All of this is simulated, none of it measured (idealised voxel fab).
Process module in this document: voxel wiring stack
Displayed cross-section: cut, width of 225 nm, square cells sized 5 nm.
Heads up, the way a cross-section reads in here is a grid of square cells, handed over as bands from the top down, with every band being one or more rows of cells. Top height, bottom height, nm. Materials left to right, width each, nm. Single material + "full width" = fills band edge to edge. "blank" = empty. Counting heights begins at 0, where everything beneath is, in the wafer as received, one material. The lowest band has no bottom; it goes on downwards, as "0 -> down" shows. The two numbers in a width such as "30 to 40" mark its ends across the band: the first belongs to the top row of cells, the second to the bottom row, and from each row to the next the width moves by the same amount. Where a step carries "no modification", the cross-section came out of it unchanged, cell for cell. For the entry "Closed void table", the listed items are empty spaces with no open way to the top whose size is 8 cells or more; each item follows the pattern width x height at distance, where distance is from the left edge and all three are in nm. Note: text after step settings on the step line = simulator remark on that step. What "overlay nm" on a step's line means: if the step has a mask, that mask lay this far to the right of its planned place, or, when the value is negative, to the left.

-- Steps in the process plan
| 1 | RECEIVE,material Si |
| 2 | CONFORMAL_DEP,material SiO2,thk nm 10 |
| 3 | CONFORMAL_DEP,material SiN,thk nm 5 |
| 4 | DIRECTIONAL_DEP,material lowk,thk nm 15 |
| 5 | MASKED_ETCH,tone open,mask id METAL_1,width nm 20,pitch nm 35,etch materials lowk,depth nm 15,overlay nm 0 |
| 6 | MASKED_ETCH,tone open,mask id METAL_1,width nm 20,pitch nm 35,etch materials SiN,depth nm 5,overlay nm 0 |
| 7 | CONFORMAL_DEP,material TiN,thk nm 5 |
| 8 | FILL_DEP,material Ru,thk nm 5 |
| 9 | CMP,height nm 30 |
| 10 | CONFORMAL_DEP,material SiCN,thk nm 5 |
| 11 | DIRECTIONAL_DEP,material SiO2,thk nm 20 |
| 12 | MASKED_ETCH,tone open,mask id PLUG_1,width nm 15,pitch nm 35,etch materials SiO2,depth nm 20,overlay nm 0 |
| 13 | MASKED_ETCH,tone open,mask id PLUG_1,width nm 15,pitch nm 35,etch materials SiCN,depth nm 5,overlay nm 0 |
| 14 | CONFORMAL_DEP,material TiN,thk nm 5 |
| 15 | FILL_DEP,material Ru,thk nm 10 |
| 16 | CMP,height nm 55 |
| 17 | CONFORMAL_DEP,material SiCN,thk nm 5 |
| 18 | DIRECTIONAL_DEP,material lowk,thk nm 20 |
| 19 | PATTERN,tone open,mask id METAL_2,material resist,width nm 20,pitch nm 35,thk nm 20,overlay nm 0 |
| 20 | DIRECTIONAL_ETCH,etch materials lowk,depth nm 20 |
| 21 | DIRECTIONAL_ETCH,etch materials SiCN,depth nm 5 |
| 22 | STRIP,etch materials resist |
| 23 | CONFORMAL_DEP,material TiN,thk nm 5 |
| 24 | FILL_DEP,material W,thk nm 5 |
| 25 | CMP,height nm 80 |
| 26 | CONFORMAL_DEP,material SiCN,thk nm 5 |
| 27 | DIRECTIONAL_DEP,material SiO2,thk nm 15 |
| 28 | PATTERN,tone open,mask id PLUG_2,material resist,width nm 15,pitch nm 35,thk nm 20,overlay nm 0 |
| 29 | DIRECTIONAL_ETCH,etch materials SiO2,depth nm 15 |
| 30 | DIRECTIONAL_ETCH,etch materials SiCN,depth nm 5 |
| 31 | STRIP,etch materials resist |
| 32 | EPI,material Ru,thk nm 10 |
| 33 | EPI,material Ru,thk nm 10 |
| 34 | DIRECTIONAL_DEP,material TiN,thk nm 5 |
| 35 | DIRECTIONAL_DEP,material Ru,thk nm 25 |
| 36 | MASKED_ETCH,tone cover,mask id METAL_3,width nm 20,pitch nm 35,etch materials Ru,depth nm 25,overlay nm 0 |
| 37 | MASKED_ETCH,tone cover,mask id METAL_3,width nm 20,pitch nm 35,etch materials TiN,depth nm 5,overlay nm 0 |
| 38 | CONFORMAL_DEP,material SiCN,thk nm 5 |
| 39 | FILL_DEP,material lowk,thk nm 5 |
| 40 | CMP,height nm 130 |
| 41 | CONFORMAL_DEP,material SiCN,thk nm 5 |

-- Wafer as received: cross-section following step 1
    0 -> down  Si full width
    Closed void table: none

-- Post-module cross-section: identical start and plan to those above, one misstep in execution
    135 -> 130  SiCN full width
    130 -> 105  lowk=60  SiCN=5  Ru=20  SiCN=5  lowk=5  SiCN=5  Ru=20  SiCN=5  lowk=5  SiCN=5  Ru=20  SiCN=5  lowk=65
    105 -> 100  SiCN=65  TiN=20  SiCN=15  TiN=20  SiCN=15  TiN=20  SiCN=70
    100 -> 85  SiO2=65  Ru=15  SiO2=20  Ru=15  SiO2=20  Ru=15  SiO2=75
    85 -> 80  SiCN=65  Ru=15  SiCN=20  Ru=15  SiCN=20  Ru=15  SiCN=75
    80 -> 60  lowk=65  TiN=5  W=10  TiN=5  lowk=15  TiN=5  W=10  TiN=5  lowk=15  TiN=5  W=10  TiN=5  lowk=70
    60 -> 55  SiCN=65  TiN=20  SiCN=15  TiN=20  SiCN=15  TiN=20  SiCN=70
    55 -> 35  SiO2=65  TiN=5  Ru=5  TiN=5  SiO2=20  TiN=5  Ru=5  TiN=5  SiO2=20  TiN=5  Ru=5  TiN=5  SiO2=75
    35 -> 30  SiCN=65  TiN=15  SiCN=20  TiN=15  SiCN=20  TiN=15  SiCN=75
    30 -> 20  lowk=65  TiN=5  Ru=10  TiN=5  lowk=15  TiN=5  Ru=10  TiN=5  lowk=15  TiN=5  Ru=10  TiN=5  lowk=70
    20 -> 15  lowk=65  TiN=20  lowk=15  TiN=20  lowk=15  TiN=20  lowk=70
    15 -> 10  W full width
    10 -> 0  SiO2 full width
    0 -> down  Si full width
    Closed void table: none
Finding, execution versus plan: so step 3 ended up running with a different setting than we planned, it ran as CONFORMAL_DEP,material W,thk nm 5
